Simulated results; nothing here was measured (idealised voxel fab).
process module | voxel transistor to metal
The cross-section on display is named cut; it measures 205 nm wide, and its cells are 5 nm squares.
Throughout this document, each cross-section is represented as a grid of square cells and is presented as a sequence of bands enumerated from the top downward, where a band comprises one or more rows of cells. A band entry consists of two parts. The first gives the height of the band's top and the height of its bottom, in nm. The rest lists the band's materials from left to right, each with its width in nm. A single material labelled with the word "all across" fills the band from edge to edge, and the word "empty" marks empty space. Heads up on the height convention: 0 is the point under which the incoming wafer is all one material, and the lowest band has no bottom, it just keeps going down, like "0 -> down". A two-number width, for instance "30->40", indicates that the width is equal to the first number in the top row of the band and to the second number in the bottom row, and that it changes by a constant amount per row of cells. "nothing different", as given for a step, is the statement that not any cell of the cross-section underwent a change during that step. "Entrapped void list" means: voids of 8 cells or more that are shut off from the top with no open way through. Written width x height at distance, distance from the left edge, in nm. Post-settings text on a step line: simulator's own remark regarding the step. overlay nm: step with mask; distance mask lay right of planned place; negative value = left of planned place.

# Planned step list for the process
1,RECEIVE: material Si
2,CONFORMAL_DEP: material SiO2, thk nm 5
3,CONFORMAL_DEP: material SiN, thk nm 15
4,PATTERN: tone cover, mask id ACTIVE, material resist, width nm 105, thk nm 20, overlay nm 0
5,DIRECTIONAL_ETCH: etch materials SiN, depth nm 15
6,DIRECTIONAL_ETCH: etch materials SiO2, depth nm 5
7,DIRECTIONAL_ETCH: etch materials Si, depth nm 20
8,STRIP: etch materials resist
9,FILL_DEP: material SiO2, thk nm 15
10,CMP: height nm 20
11,SELECTIVE_ETCH: etch materials SiO2, depth nm 10
12,STRIP: etch materials SiN
13,SELECTIVE_ETCH: etch materials SiO2, depth nm 5
14,OXIDIZE: depth nm 5
15,DIRECTIONAL_DEP: material polySi, thk nm 20
16,DIRECTIONAL_DEP: material SiCN, thk nm 15
17,PATTERN: tone cover, mask id GATE, material resist, width nm 25, thk nm 20, overlay nm 0
18,DIRECTIONAL_ETCH: etch materials SiCN, depth nm 25
19,DIRECTIONAL_ETCH: etch materials polySi, depth nm 30
20,STRIP: etch materials resist
21,CONFORMAL_DEP: material SiN, thk nm 10
22,DIRECTIONAL_ETCH: etch materials SiN, depth nm 10
23,DIRECTIONAL_ETCH: etch materials SiO2, depth nm 5
24,DIRECTIONAL_ETCH: etch materials Si, depth nm 15
25,EPI: material SiGe, thk nm 15
26,FILL_DEP: material SiO2, thk nm 5
27,CMP: height nm 35
28,DIRECTIONAL_DEP: material SiO2, thk nm 15
29,MASKED_ETCH: tone open, mask id CONTACT, width nm 15, pitch nm 80, etch materials SiO2, depth nm 40, overlay nm 0
30,CONFORMAL_DEP: material TiN, thk nm 5
31,FILL_DEP: material Ru, thk nm 5
32,CMP: height nm 50
33,CONFORMAL_DEP: material SiN, thk nm 5
34,DIRECTIONAL_DEP: material lowk, thk nm 15
35,DIRECTIONAL_DEP: material aC, thk nm 10
36,PATTERN: tone open, mask id METAL_1, material resist, width nm 15, pitch nm 80, thk nm 30, overlay nm 0
37,DIRECTIONAL_ETCH: etch materials aC, depth nm 10
38,STRIP: etch materials resist
39,DIRECTIONAL_ETCH: etch materials lowk, depth nm 15
40,DIRECTIONAL_ETCH: etch materials SiN, depth nm 5
41,STRIP: etch materials aC
42,CONFORMAL_DEP: material TiN, thk nm 5
43,FILL_DEP: material Cu, thk nm 10
44,CMP: height nm 70
45,CONFORMAL_DEP: material SiCN, thk nm 5
46,DIRECTIONAL_DEP: material lowk, thk nm 30
47,DIRECTIONAL_DEP: material aC, thk nm 15
48,PATTERN: tone open, mask id METAL_2, material resist, width nm 15, pitch nm 80, thk nm 30, overlay nm 0
49,DIRECTIONAL_ETCH: etch materials aC, depth nm 15
50,STRIP: etch materials resist
51,DIRECTIONAL_ETCH: etch materials lowk, depth nm 20
52,STRIP: etch materials aC
53,MASKED_ETCH: tone open, mask id METAL_2_HOLES, width nm 15, pitch nm 80, etch materials lowk, depth nm 10, overlay nm 0
54,MASKED_ETCH: tone open, mask id METAL_2_HOLES, width nm 15, pitch nm 80, etch materials SiCN, depth nm 5, overlay nm 0
55,CONFORMAL_DEP: material TiN, thk nm 5
56,FILL_DEP: material Cu, thk nm 10
57,CMP: height nm 105
58,CONFORMAL_DEP: material SiN, thk nm 5

# First of two wafers, with the run carried out as planned

# This is the cross-section of the wafer as we received it, i.e. after step 1
    0 -> down  Si all across
    Entrapped void list: none

# Cross-section of the wafer subsequent to step 2
    5 -> 0  SiO2 all across
    Anything lower than 0 is untouched.

# Cross-section of the wafer subsequent to step 3
    20 -> 5  SiN all across
    Anything lower than 5 is untouched.

# Cross-section of the wafer subsequent to step 4
    40 -> 20  empty: 50, resist: 105, empty: 50
    Anything lower than 20 is untouched.

# Cross-section of the wafer subsequent to step 5
    40 -> 20  empty: 50, resist: 105, empty: 50
    20 -> 5  empty: 50, SiN: 105, empty: 50
    Anything lower than 5 is untouched.

# Cross-section of the wafer subsequent to step 6
    40 -> 20  empty: 50, resist: 105, empty: 50
    20 -> 5  empty: 50, SiN: 105, empty: 50
    5 -> 0  empty: 50, SiO2: 105, empty: 50
    Anything lower than 0 is untouched.

# Cross-section of the wafer subsequent to step 7
    40 -> 20  empty: 50, resist: 105, empty: 50
    20 -> 5  empty: 50, SiN: 105, empty: 50
    5 -> 0  empty: 50, SiO2: 105, empty: 50
    0 -> -20  empty: 50, Si: 105, empty: 50
    Anything lower than -20 is untouched.

# Cross-section of the wafer subsequent to step 8
    20 -> 5  empty: 50, SiN: 105, empty: 50
    Anything lower than 5 is untouched.

# Cross-section of the wafer subsequent to step 9
    35 -> 20  SiO2 all across
    20 -> 5  SiO2: 50, SiN: 105, SiO2: 50
    5 -> 0  SiO2 all across
    0 -> -20  SiO2: 50, Si: 105, SiO2: 50
    Anything lower than -20 is untouched.

# Cross-section of the wafer subsequent to step 10
    20 -> 5  SiO2: 50, SiN: 105, SiO2: 50
    Anything lower than 5 is untouched.

# Cross-section of the wafer subsequent to step 11
    20 -> 10  empty: 50, SiN: 105, empty: 50
    Anything lower than 10 is untouched.

# Cross-section of the wafer subsequent to step 12
    10 -> 5  SiO2: 50, empty: 105, SiO2: 50
    Anything lower than 5 is untouched.

# Cross-section of the wafer subsequent to step 13
    5 -> 0  SiO2: 45, empty: 115, SiO2: 45
    Anything lower than 0 is untouched.

# Cross-section of the wafer subsequent to step 14
    5 -> 0  SiO2: 45, empty: 115, SiO2: 45
    0 -> -5  SiO2 all across
    Anything lower than -5 is untouched.

# Cross-section of the wafer subsequent to step 15
    25 -> 20  polySi: 45, empty: 115, polySi: 45
    20 -> 5  polySi all across
    5 -> 0  SiO2: 45, polySi: 115, SiO2: 45
    Anything lower than 0 is untouched.

# Cross-section of the wafer subsequent to step 16
    40 -> 35  SiCN: 45, empty: 115, SiCN: 45
    35 -> 25  SiCN all across
    25 -> 20  polySi: 45, SiCN: 115, polySi: 45
    Anything lower than 20 is untouched.

# Cross-section of the wafer subsequent to step 17
    60 -> 40  empty: 90, resist: 25, empty: 90
    40 -> 35  SiCN: 45, empty: 45, resist: 25, empty: 45, SiCN: 45
    Anything lower than 35 is untouched.

# Cross-section of the wafer subsequent to step 18
    60 -> 35  empty: 90, resist: 25, empty: 90
    35 -> 25  empty: 90, SiCN: 25, empty: 90
    25 -> 20  polySi: 45, empty: 45, SiCN: 25, empty: 45, polySi: 45
    Anything lower than 20 is untouched.

# Cross-section of the wafer subsequent to step 19
    60 -> 35  empty: 90, resist: 25, empty: 90
    35 -> 20  empty: 90, SiCN: 25, empty: 90
    20 -> 5  empty: 90, polySi: 25, empty: 90
    5 -> 0  SiO2: 45, empty: 45, polySi: 25, empty: 45, SiO2: 45
    Anything lower than 0 is untouched.

# Cross-section of the wafer subsequent to step 20
    35 -> 20  empty: 90, SiCN: 25, empty: 90
    Anything lower than 20 is untouched.

# Cross-section of the wafer subsequent to step 21
    45 -> 35  empty: 80, SiN: 45, empty: 80
    35 -> 20  empty: 80, SiN: 10, SiCN: 25, SiN: 10, empty: 80
    20 -> 15  empty: 80, SiN: 10, polySi: 25, SiN: 10, empty: 80
    15 -> 10  SiN: 55, empty: 25, SiN: 10, polySi: 25, SiN: 10, empty: 25, SiN: 55
    10 -> 5  SiN: 90, polySi: 25, SiN: 90
    5 -> 0  SiO2: 45, SiN: 45, polySi: 25, SiN: 45, SiO2: 45
    Anything lower than 0 is untouched.

# Cross-section of the wafer subsequent to step 22
    35 -> 20  empty: 80, SiN: 10, SiCN: 25, SiN: 10, empty: 80
    20 -> 5  empty: 80, SiN: 10, polySi: 25, SiN: 10, empty: 80
    5 -> 0  SiO2: 45, SiN: 10, empty: 25, SiN: 10, polySi: 25, SiN: 10, empty: 25, SiN: 10, SiO2: 45
    Anything lower than 0 is untouched.

# Cross-section of the wafer subsequent to step 23
    35 -> 20  empty: 80, SiN: 10, SiCN: 25, SiN: 10, empty: 80
    20 -> 5  empty: 80, SiN: 10, polySi: 25, SiN: 10, empty: 80
    5 -> 0  empty: 45, SiN: 10, empty: 25, SiN: 10, polySi: 25, SiN: 10, empty: 25, SiN: 10, empty: 45
    0 -> -5  SiO2: 55, empty: 25, SiO2: 45, empty: 25, SiO2: 55
    Anything lower than -5 is untouched.

# Cross-section of the wafer subsequent to step 24
    35 -> 20  empty: 80, SiN: 10, SiCN: 25, SiN: 10, empty: 80
    20 -> 5  empty: 80, SiN: 10, polySi: 25, SiN: 10, empty: 80
    5 -> 0  empty: 45, SiN: 10, empty: 25, SiN: 10, polySi: 25, SiN: 10, empty: 25, SiN: 10, empty: 45
    0 -> -5  SiO2: 55, empty: 25, SiO2: 45, empty: 25, SiO2: 55
    -5 -> -20  SiO2: 50, Si: 5, empty: 25, Si: 45, empty: 25, Si: 5, SiO2: 50
    Anything lower than -20 is untouched.

# Cross-section of the wafer subsequent to step 25
    35 -> 20  empty: 80, SiN: 10, SiCN: 25, SiN: 10, empty: 80
    20 -> 10  empty: 80, SiN: 10, polySi: 25, SiN: 10, empty: 80
    10 -> 5  empty: 50, SiGe: 30, SiN: 10, polySi: 25, SiN: 10, SiGe: 30, empty: 50
    5 -> 0  empty: 45, SiN: 10, SiGe: 25, SiN: 10, polySi: 25, SiN: 10, SiGe: 25, SiN: 10, empty: 45
    0 -> -5  SiO2: 55, SiGe: 25, SiO2: 45, SiGe: 25, SiO2: 55
    -5 -> -20  SiO2: 50, Si: 5, SiGe: 25, Si: 45, SiGe: 25, Si: 5, SiO2: 50
    Anything lower than -20 is untouched.

# Cross-section of the wafer subsequent to step 26
    40 -> 35  SiO2 all across
    35 -> 20  SiO2: 80, SiN: 10, SiCN: 25, SiN: 10, SiO2: 80
    20 -> 10  SiO2: 80, SiN: 10, polySi: 25, SiN: 10, SiO2: 80
    10 -> 5  SiO2: 50, SiGe: 30, SiN: 10, polySi: 25, SiN: 10, SiGe: 30, SiO2: 50
    5 -> 0  SiO2: 45, SiN: 10, SiGe: 25, SiN: 10, polySi: 25, SiN: 10, SiGe: 25, SiN: 10, SiO2: 45
    Anything lower than 0 is untouched.

# Cross-section of the wafer subsequent to step 27
    35 -> 20  SiO2: 80, SiN: 10, SiCN: 25, SiN: 10, SiO2: 80
    Anything lower than 20 is untouched.

# Cross-section of the wafer subsequent to step 28
    50 -> 35  SiO2 all across
    Anything lower than 35 is untouched.

# Cross-section of the wafer subsequent to step 29
    50 -> 35  SiO2: 55, empty: 15, SiO2: 65, empty: 15, SiO2: 55
    35 -> 20  SiO2: 55, empty: 15, SiO2: 10, SiN: 10, SiCN: 25, SiN: 10, SiO2: 10, empty: 15, SiO2: 55
    20 -> 10  SiO2: 55, empty: 15, SiO2: 10, SiN: 10, polySi: 25, SiN: 10, SiO2: 10, empty: 15, SiO2: 55
    Anything lower than 10 is untouched.

# Cross-section of the wafer subsequent to step 30
    55 -> 50  TiN: 60, empty: 5, TiN: 75, empty: 5, TiN: 60
    50 -> 35  SiO2: 55, TiN: 5, empty: 5, TiN: 5, SiO2: 65, TiN: 5, empty: 5, TiN: 5, SiO2: 55
    35 -> 20  SiO2: 55, TiN: 5, empty: 5, TiN: 5, SiO2: 10, SiN: 10, SiCN: 25, SiN: 10, SiO2: 10, TiN: 5, empty: 5, TiN: 5, SiO2: 55
    20 -> 15  SiO2: 55, TiN: 5, empty: 5, TiN: 5, SiO2: 10, SiN: 10, polySi: 25, SiN: 10, SiO2: 10, TiN: 5, empty: 5, TiN: 5, SiO2: 55
    15 -> 10  SiO2: 55, TiN: 15, SiO2: 10, SiN: 10, polySi: 25, SiN: 10, SiO2: 10, TiN: 15, SiO2: 55
    Anything lower than 10 is untouched.

# Cross-section of the wafer subsequent to step 31
    60 -> 55  Ru all across
    55 -> 50  TiN: 60, Ru: 5, TiN: 75, Ru: 5, TiN: 60
    50 -> 35  SiO2: 55, TiN: 5, Ru: 5, TiN: 5, SiO2: 65, TiN: 5, Ru: 5, TiN: 5, SiO2: 55
    35 -> 20  SiO2: 55, TiN: 5, Ru: 5, TiN: 5, SiO2: 10, SiN: 10, SiCN: 25, SiN: 10, SiO2: 10, TiN: 5, Ru: 5, TiN: 5, SiO2: 55
    20 -> 15  SiO2: 55, TiN: 5, Ru: 5, TiN: 5, SiO2: 10, SiN: 10, polySi: 25, SiN: 10, SiO2: 10, TiN: 5, Ru: 5, TiN: 5, SiO2: 55
    Anything lower than 15 is untouched.

# Cross-section of the wafer subsequent to step 32
    50 -> 35  SiO2: 55, TiN: 5, Ru: 5, TiN: 5, SiO2: 65, TiN: 5, Ru: 5, TiN: 5, SiO2: 55
    Anything lower than 35 is untouched.

# Cross-section of the wafer subsequent to step 33
    55 -> 50  SiN all across
    Anything lower than 50 is untouched.

# Cross-section of the wafer subsequent to step 34
    70 -> 55  lowk all across
    Anything lower than 55 is untouched.

# Cross-section of the wafer subsequent to step 35
    80 -> 70  aC all across
    Anything lower than 70 is untouched.

# Cross-section of the wafer subsequent to step 36
    110 -> 80  resist: 55, empty: 15, resist: 65, empty: 15, resist: 55
    Anything lower than 80 is untouched.

# Cross-section of the wafer subsequent to step 37
    100 -> 80  resist: 55, empty: 15, resist: 65, empty: 15, resist: 55
    80 -> 70  aC: 55, empty: 15, aC: 65, empty: 15, aC: 55
    Anything lower than 70 is untouched.

# Cross-section of the wafer subsequent to step 38
    80 -> 70  aC: 55, empty: 15, aC: 65, empty: 15, aC: 55
    Anything lower than 70 is untouched.

# Cross-section of the wafer subsequent to step 39
    80 -> 70  aC: 55, empty: 15, aC: 65, empty: 15, aC: 55
    70 -> 55  lowk: 55, empty: 15, lowk: 65, empty: 15, lowk: 55
    Anything lower than 55 is untouched.

# Cross-section of the wafer subsequent to step 40
    80 -> 70  aC: 55, empty: 15, aC: 65, empty: 15, aC: 55
    70 -> 55  lowk: 55, empty: 15, lowk: 65, empty: 15, lowk: 55
    55 -> 50  SiN: 55, empty: 15, SiN: 65, empty: 15, SiN: 55
    Anything lower than 50 is untouched.

# Cross-section of the wafer subsequent to step 41
    70 -> 55  lowk: 55, empty: 15, lowk: 65, empty: 15, lowk: 55
    Anything lower than 55 is untouched.

# Cross-section of the wafer subsequent to step 42
    75 -> 70  TiN: 60, empty: 5, TiN: 75, empty: 5, TiN: 60
    70 -> 55  lowk: 55, TiN: 5, empty: 5, TiN: 5, lowk: 65, TiN: 5, empty: 5, TiN: 5, lowk: 55
    55 -> 50  SiN: 55, TiN: 15, SiN: 65, TiN: 15, SiN: 55
    Anything lower than 50 is untouched.

# Cross-section of the wafer subsequent to step 43
    85 -> 75  Cu all across
    75 -> 70  TiN: 60, Cu: 5, TiN: 75, Cu: 5, TiN: 60
    70 -> 55  lowk: 55, TiN: 5, Cu: 5, TiN: 5, lowk: 65, TiN: 5, Cu: 5, TiN: 5, lowk: 55
    Anything lower than 55 is untouched.

# Cross-section of the wafer subsequent to step 44
    70 -> 55  lowk: 55, TiN: 5, Cu: 5, TiN: 5, lowk: 65, TiN: 5, Cu: 5, TiN: 5, lowk: 55
    Anything lower than 55 is untouched.

# Cross-section of the wafer subsequent to step 45
    75 -> 70  SiCN all across
    Anything lower than 70 is untouched.

# Cross-section of the wafer subsequent to step 46
    105 -> 75  lowk all across
    Anything lower than 75 is untouched.

# Cross-section of the wafer subsequent to step 47
    120 -> 105  aC all across
    Anything lower than 105 is untouched.

# Cross-section of the wafer subsequent to step 48
    150 -> 120  resist: 55, empty: 15, resist: 65, empty: 15, resist: 55
    Anything lower than 120 is untouched.

# Cross-section of the wafer subsequent to step 49
    135 -> 120  resist: 55, empty: 15, resist: 65, empty: 15, resist: 55
    120 -> 105  aC: 55, empty: 15, aC: 65, empty: 15, aC: 55
    Anything lower than 105 is untouched.

# Cross-section of the wafer subsequent to step 50
    120 -> 105  aC: 55, empty: 15, aC: 65, empty: 15, aC: 55
    Anything lower than 105 is untouched.

# Cross-section of the wafer subsequent to step 51
    120 -> 105  aC: 55, empty: 15, aC: 65, empty: 15, aC: 55
    105 -> 85  lowk: 55, empty: 15, lowk: 65, empty: 15, lowk: 55
    Anything lower than 85 is untouched.

# Cross-section of the wafer subsequent to step 52
    105 -> 85  lowk: 55, empty: 15, lowk: 65, empty: 15, lowk: 55
    Anything lower than 85 is untouched.

# Cross-section of the wafer subsequent to step 53
    105 -> 75  lowk: 55, empty: 15, lowk: 65, empty: 15, lowk: 55
    Anything lower than 75 is untouched.

# Cross-section of the wafer subsequent to step 54
    105 -> 75  lowk: 55, empty: 15, lowk: 65, empty: 15, lowk: 55
    75 -> 70  SiCN: 55, empty: 15, SiCN: 65, empty: 15, SiCN: 55
    Anything lower than 70 is untouched.

# Cross-section of the wafer subsequent to step 55
    110 -> 105  TiN: 60, empty: 5, TiN: 75, empty: 5, TiN: 60
    105 -> 75  lowk: 55, TiN: 5, empty: 5, TiN: 5, lowk: 65, TiN: 5, empty: 5, TiN: 5, lowk: 55
    75 -> 70  SiCN: 55, TiN: 15, SiCN: 65, TiN: 15, SiCN: 55
    Anything lower than 70 is untouched.

# Cross-section of the wafer subsequent to step 56
    120 -> 110  Cu all across
    110 -> 105  TiN: 60, Cu: 5, TiN: 75, Cu: 5, TiN: 60
    105 -> 75  lowk: 55, TiN: 5, Cu: 5, TiN: 5, lowk: 65, TiN: 5, Cu: 5, TiN: 5, lowk: 55
    Anything lower than 75 is untouched.

# Cross-section of the wafer subsequent to step 57
    105 -> 75  lowk: 55, TiN: 5, Cu: 5, TiN: 5, lowk: 65, TiN: 5, Cu: 5, TiN: 5, lowk: 55
    Anything lower than 75 is untouched.

# Cross-section of the wafer subsequent to step 58
    110 -> 105  SiN all across
    Anything lower than 105 is untouched.

# Okay, second wafer. Nothing different at the start, nothing different in the plan, just one mistake somewhere in the running. As far as step 45, counting that step, it's the first wafer all over again

# Second wafer, cut view, end of step 46 per plan
    100 -> 75  lowk all across
    Anything lower than 75 is untouched.

# Second wafer, cut view, end of step 47 per plan
    115 -> 100  aC all across
    Anything lower than 100 is untouched.

# Second wafer, cut view, end of step 48 per plan
    145 -> 115  resist: 55, empty: 15, resist: 65, empty: 15, resist: 55
    Anything lower than 115 is untouched.

# Second wafer, cut view, end of step 49 per plan
    130 -> 115  resist: 55, empty: 15, resist: 65, empty: 15, resist: 55
    115 -> 100  aC: 55, empty: 15, aC: 65, empty: 15, aC: 55
    Anything lower than 100 is untouched.

# Second wafer, cut view, end of step 50 per plan
    115 -> 100  aC: 55, empty: 15, aC: 65, empty: 15, aC: 55
    Anything lower than 100 is untouched.

# Second wafer, cut view, end of step 51 per plan
    115 -> 100  aC: 55, empty: 15, aC: 65, empty: 15, aC: 55
    100 -> 80  lowk: 55, empty: 15, lowk: 65, empty: 15, lowk: 55
    Anything lower than 80 is untouched.

# Second wafer, cut view, end of step 52 per plan
    100 -> 80  lowk: 55, empty: 15, lowk: 65, empty: 15, lowk: 55
    Anything lower than 80 is untouched.

# Second wafer, cut view, end of step 53 per plan
    100 -> 75  lowk: 55, empty: 15, lowk: 65, empty: 15, lowk: 55
    Anything lower than 75 is untouched.

# Second wafer, cut view, end of step 54 per plan
    100 -> 75  lowk: 55, empty: 15, lowk: 65, empty: 15, lowk: 55
    75 -> 70  SiCN: 55, empty: 15, SiCN: 65, empty: 15, SiCN: 55
    Anything lower than 70 is untouched.

# Second wafer, cut view, end of step 55 per plan
    105 -> 100  TiN: 60, empty: 5, TiN: 75, empty: 5, TiN: 60
    100 -> 75  lowk: 55, TiN: 5, empty: 5, TiN: 5, lowk: 65, TiN: 5, empty: 5, TiN: 5, lowk: 55
    75 -> 70  SiCN: 55, TiN: 15, SiCN: 65, TiN: 15, SiCN: 55
    Anything lower than 70 is untouched.

# Second wafer, cut view, end of step 56 per plan
    115 -> 105  Cu all across
    105 -> 100  TiN: 60, Cu: 5, TiN: 75, Cu: 5, TiN: 60
    100 -> 75  lowk: 55, TiN: 5, Cu: 5, TiN: 5, lowk: 65, TiN: 5, Cu: 5, TiN: 5, lowk: 55
    Anything lower than 75 is untouched.

# Second wafer, cut view, end of step 57 per plan
    105 -> 100  TiN: 60, Cu: 5, TiN: 75, Cu: 5, TiN: 60
    Anything lower than 100 is untouched.

# Second wafer, cut view, end of step 58 per plan
    110 -> 105  SiN all across
    Anything lower than 105 is untouched.
What was done differently from what was planned? step 46 off recipe, ran as DIRECTIONAL_DEP: material lowk, thk nm 25
Looking at both finished wafers in cells, the second ends up ahead of or behind the first on some materials: 35 more of TiN | 35 fewer of lowk
